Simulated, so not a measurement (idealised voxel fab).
Process module name: voxel self aligned contacts
For reference, the cross-section in this document is cut, with width 240 nm and square cells of 5 nm.
In what follows, cross-sections appear as grids of square cells, described through bands that run from the top down, where every band is one or more rows of cells. A band entry consists of two parts. The first gives the height of the band's top and the height of its bottom, in nm. The rest lists the band's materials from left to right, each with its width in nm. A single material labelled with the word "all across" fills the band from edge to edge, and the word "empty" marks empty space. Heights are measured from 0, the level below which the as-received wafer is all one material; the lowest band has no bottom and continues downward, written as in "0 nm and below". Read "30->40" as a graded width: first number on top, second number at the bottom, same change between each pair of neighbouring rows. "nothing different" after a step means that no cell of the cross-section changed. "Closed void entries" lists enclosed empty spaces (at least 8 cells, no open path upward to the top), each as width x height at distance from the left edge, in nm. Post-settings text on a step line: simulator's own remark regarding the step. overlay nm: on a step with a mask, how far right of its planned place the mask lay; negative means left.

## Process steps (planned)
1: RECEIVE [material Si]
2: CONFORMAL_DEP [material SiO2] [thk nm 5]
3: DIRECTIONAL_DEP [material polySi] [thk nm 25]
4: DIRECTIONAL_DEP [material SiN] [thk nm 20]
5: DIRECTIONAL_DEP [material aC] [thk nm 15]
6: PATTERN [tone cover] [mask id GATE] [material resist] [width nm 35] [pitch nm 60] [thk nm 30] [overlay nm 0]
7: DIRECTIONAL_ETCH [etch materials aC] [depth nm 15]
8: STRIP [etch materials resist]
9: DIRECTIONAL_ETCH [etch materials SiN] [depth nm 20]
10: DIRECTIONAL_ETCH [etch materials polySi] [depth nm 25]
11: STRIP [etch materials aC]
12: CONFORMAL_DEP [material SiN] [thk nm 5]
13: DIRECTIONAL_ETCH [etch materials SiN] [depth nm 5]
14: FILL_DEP [material SiO2] [thk nm 15]
15: CMP [height nm 55]
16: PATTERN [tone open] [mask id CONTACT] [material resist] [width nm 45] [thk nm 15] [overlay nm 0]
17: DIRECTIONAL_ETCH [etch materials SiO2] [depth nm 55]
18: STRIP [etch materials resist]
19: CONFORMAL_DEP [material TiN] [thk nm 5]
20: FILL_DEP [material W] [thk nm 5]
21: CMP [height nm 55]
22: CONFORMAL_DEP [material SiN] [thk nm 5]

## Wafer cross-section on receipt, i.e. after step 1
  0 nm and below | Si all across
  Closed void entries: none

## Same starting wafer, same plan as above, one mistake in the execution; this is the cross-section at the end of the module
  60 nm to 55 nm | SiN all across
  55 nm to 50 nm | 95 nm SiO2 | 20 nm TiN | 5 nm W | 20 nm TiN | 100 nm SiO2
  50 nm to 30 nm | 65 nm SiO2 | 5 nm SiN | 35 nm polySi | 5 nm SiN | 5 nm TiN | 5 nm W | 5 nm TiN | 5 nm SiN | 35 nm polySi | 5 nm SiN | 70 nm SiO2
  30 nm to 25 nm | 65 nm SiO2 | 5 nm SiN | 35 nm polySi | 5 nm SiN | 15 nm TiN | 5 nm SiN | 35 nm polySi | 5 nm SiN | 70 nm SiO2
  25 nm to 5 nm | SiN all across
  5 nm to 0 nm | SiO2 all across
  0 nm and below | Si all across
  Closed void entries: none
Run error: the intended sequence of steps 3 and 4 was reversed during processing, with each occupying the position of the other
